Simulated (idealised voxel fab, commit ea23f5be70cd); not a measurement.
process module | voxel released beams
cross-section cut | 280 nm wide | cells 5 nm
A cross-section is a grid of square cells, given in bands from the top down. A band is one or more rows of cells.
Each band's line starts with the height of the band's top and of its bottom, in nm. Then come its materials from left to right, each with its width in nm. One material with "throughout" fills the band from edge to edge. "air" is empty space.
Height 0 is the level under which the wafer as received is all one material. The lowest band goes on downwards, as in "0 down".
A width such as "30 to 40" changes by the same amount from each row of cells to the next, from the band's top row to its bottom row.
"no change" after a step means that no cell of the cross-section changed.
closed voids: empty space of 8 cells or more with no open way to the top, each as width x height at its distance from the left edge, in nm
after a step's settings: what the simulator itself notes on the step
overlay nm, on a step with a mask: how far to the right of its planned place the mask lay; to the left if negative
plan
1 op RECEIVE | material Si
2 op CONFORMAL_DEP | material SiN | thk nm 10
3 op DIRECTIONAL_DEP | material SiO2 | thk nm 15
4 op MASKED_ETCH | tone open | mask id ANCHOR | width nm 40 | etch materials SiO2 | depth nm 15 | overlay nm 0
5 op CONFORMAL_DEP | material W | thk nm 15
6 op DIRECTIONAL_DEP | material aC | thk nm 10
7 op PATTERN | tone cover | mask id BEAM | material resist | width nm 120 | thk nm 25 | overlay nm 0
8 op DIRECTIONAL_ETCH | etch materials aC | depth nm 10
9 op STRIP | etch materials resist
10 op DIRECTIONAL_ETCH | etch materials W | depth nm 15
11 op STRIP | etch materials aC
12 op STRIP | etch materials SiO2
first wafer, as planned
as received, after step 1
  0 down: Si throughout
  closed voids: none
after step 2
  10 to 0: SiN throughout
  below 0: unchanged
after step 3
  25 to 10: SiO2 throughout
  below 10: unchanged
after step 4
  25 to 10: SiO2 80 | air 40 | SiO2 160
  below 10: unchanged
after step 5
  40 to 25: W 95 | air 10 | W 175
  25 to 10: SiO2 80 | W 40 | SiO2 160
  below 10: unchanged
after step 6
  50 to 40: aC 95 | air 10 | aC 175
  40 to 35: W 95 | air 10 | W 175
  35 to 25: W 95 | aC 10 | W 175
  below 25: unchanged
after step 7
  75 to 50: air 75 | resist 120 | air 85
  50 to 40: aC 95 | resist 10 | aC 175
  40 to 35: W 95 | resist 10 | W 175
  below 35: unchanged
after step 8
  65 to 50: air 75 | resist 120 | air 85
  50 to 40: air 75 | aC 20 | resist 10 | aC 90 | air 85
  below 40: unchanged
after step 9
  50 to 40: air 75 | aC 20 | air 10 | aC 90 | air 85
  40 to 35: W 95 | air 10 | W 175
  below 35: unchanged
after step 10
  50 to 40: air 75 | aC 20 | air 10 | aC 90 | air 85
  40 to 35: air 75 | W 20 | air 10 | W 90 | air 85
  35 to 25: air 75 | W 20 | aC 10 | W 90 | air 85
  below 25: unchanged
after step 11
  40 to 25: air 75 | W 20 | air 10 | W 90 | air 85
  below 25: unchanged
after step 12
  40 to 25: air 75 | W 20 | air 10 | W 90 | air 85
  25 to 10: air 80 | W 40 | air 160
  below 10: unchanged
second wafer: like start, like plan, one mistake. Through step 3 it matches the first wafer
when step 4 should have ended
  25 to 10: air 80 | SiO2 40 | air 160
  below 10: unchanged
when step 5 should have ended
  40 to 25: air 65 | W 70 | air 145
  25 to 10: W 80 | SiO2 40 | W 160
  below 10: unchanged
when step 6 should have ended
  50 to 40: air 65 | aC 70 | air 145
  40 to 35: air 65 | W 70 | air 145
  35 to 25: aC 65 | W 70 | aC 145
  below 25: unchanged
when step 7 should have ended
  75 to 50: air 75 | resist 120 | air 85
  50 to 40: air 65 | aC 70 | resist 60 | air 85
  40 to 35: air 65 | W 70 | resist 60 | air 85
  below 35: unchanged
when step 8 should have ended
  65 to 50: air 75 | resist 120 | air 85
  50 to 40: air 75 | aC 60 | resist 60 | air 85
  40 to 35: air 65 | W 70 | resist 60 | air 85
  35 to 25: air 65 | W 70 | aC 60 | air 85
  below 25: unchanged
when step 9 should have ended
  50 to 40: air 75 | aC 60 | air 145
  40 to 35: air 65 | W 70 | air 145
  below 35: unchanged
when step 10 should have ended
  50 to 40: air 75 | aC 60 | air 145
  40 to 35: air 75 | W 60 | air 145
  35 to 25: air 75 | W 60 | aC 60 | air 85
  25 to 10: air 65 | W 15 | SiO2 40 | W 75 | air 85
  below 10: unchanged
when step 11 should have ended
  40 to 25: air 75 | W 60 | air 145
  below 25: unchanged
when step 12 should have ended: no change
what went wrong: step 4 ran as: op MASKED_ETCH | tone cover | mask id ANCHOR | width nm 40 | etch materials SiO2 | depth nm 15 | overlay nm 0
at the end the second wafer has, in cells: 24 more of SiO2
